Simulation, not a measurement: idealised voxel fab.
Proc. module: voxel plated lines
FYI the section here is cut, 225 nm wide, cells are 5 nm squares.
Notation: cross-section as square-cell grid; stated in bands, top first, going down; one or more cell rows per band. Within each band entry, the heights of the top and of the bottom of the band appear first, in that order and in nm; the materials of the band then follow from left to right, each with its corresponding width in nm. The designation "all across" on a single material indicates that it fills the band from edge to edge; the designation "air" indicates empty space. Note: height 0 marks the level under which the wafer is uniformly one material as received. Lowest band unbounded below, written "0 nm and below". Think of "30 to 40" as a width that walks from the first number to the second as you go down the band, top row to bottom row, taking equal-sized steps from row to row. Key: "remained the same" - step with no changed cell in the cross-section. In the "Trapped cavities" entry, you get each enclosed empty space of 8 cells or more, one with no open way to the top, written width x height at distance, distance from the left edge, in nm. after a step's settings: what the simulator itself notes on the step. If you see "overlay nm" on a step's line and that step has a mask, it's telling you how far right of where it was planned the mask ended up; a negative number means it went left instead.

## Steps in the process plan
- 1: RECEIVE: material Si
- 2: CONFORMAL_DEP: material Al2O3, thk nm 10
- 3: DIRECTIONAL_DEP: material TiN, thk nm 5
- 4: PATTERN: tone open, mask id LINES, material resist, width nm 15, pitch nm 35, thk nm 40, overlay nm 0
- 5: EPI: material Ru, thk nm 10
- 6: EPI: material Ru, thk nm 5
- 7: EPI: material Ru, thk nm 10
- 8: STRIP: etch materials resist
- 9: DIRECTIONAL_ETCH: etch materials TiN, depth nm 5
- 10: CONFORMAL_DEP: material SiN, thk nm 5

## First out of two wafers; run went to plan

## As-received state of the wafer in cross-section, equivalent to post-step 1
> 0 nm and below | Si all across
> Trapped cavities: none

## Cross-sectional representation of the wafer at the conclusion of step 2
> 10 nm to 0 nm | Al2O3 all across
> For the remainder of the cross-section, below 0, there is no change.

## Cross-sectional representation of the wafer at the conclusion of step 3
> 15 nm to 10 nm | TiN all across
> For the remainder of the cross-section, below 10, there is no change.

## Cross-sectional representation of the wafer at the conclusion of step 4
> 55 nm to 15 nm | 85 of resist, then 15 of air, then 20 of resist, then 15 of air, then 90 of resist
> For the remainder of the cross-section, below 15, there is no change.

## Cross-sectional representation of the wafer at the conclusion of step 5
> 55 nm to 25 nm | 85 of resist, then 15 of air, then 20 of resist, then 15 of air, then 90 of resist
> 25 nm to 15 nm | 85 of resist, then 15 of Ru, then 20 of resist, then 15 of Ru, then 90 of resist
> For the remainder of the cross-section, below 15, there is no change.

## Cross-sectional representation of the wafer at the conclusion of step 6
> 55 nm to 30 nm | 85 of resist, then 15 of air, then 20 of resist, then 15 of air, then 90 of resist
> 30 nm to 15 nm | 85 of resist, then 15 of Ru, then 20 of resist, then 15 of Ru, then 90 of resist
> For the remainder of the cross-section, below 15, there is no change.

## Cross-sectional representation of the wafer at the conclusion of step 7
> 55 nm to 40 nm | 85 of resist, then 15 of air, then 20 of resist, then 15 of air, then 90 of resist
> 40 nm to 15 nm | 85 of resist, then 15 of Ru, then 20 of resist, then 15 of Ru, then 90 of resist
> For the remainder of the cross-section, below 15, there is no change.

## Cross-sectional representation of the wafer at the conclusion of step 8
> 40 nm to 15 nm | 85 of air, then 15 of Ru, then 20 of air, then 15 of Ru, then 90 of air
> For the remainder of the cross-section, below 15, there is no change.

## Cross-sectional representation of the wafer at the conclusion of step 9
> 40 nm to 15 nm | 85 of air, then 15 of Ru, then 20 of air, then 15 of Ru, then 90 of air
> 15 nm to 10 nm | 85 of air, then 15 of TiN, then 20 of air, then 15 of TiN, then 90 of air
> For the remainder of the cross-section, below 10, there is no change.

## Cross-sectional representation of the wafer at the conclusion of step 10
> 45 nm to 40 nm | 80 of air, then 25 of SiN, then 10 of air, then 25 of SiN, then 85 of air
> 40 nm to 15 nm | 80 of air, then 5 of SiN, then 15 of Ru, then 5 of SiN, then 10 of air, then 5 of SiN, then 15 of Ru, then 5 of SiN, then 85 of air
> 15 nm to 10 nm | 85 of SiN, then 15 of TiN, then 20 of SiN, then 15 of TiN, then 90 of SiN
> For the remainder of the cross-section, below 10, there is no change.

## The second wafer: identical to the first at the outset and in its planned sequence, differing only in that one mistake was made during processing; up to and including step 9, its path is the first wafer's path

Second wafer, cross-section, planned end of step 10: remained the same
Want to know what went wrong? step 10 of the plan: omitted, not performed
Once processing is complete, comparing cell counts shows that the second wafer has more or fewer of certain materials than the first: SiN: 69 fewer
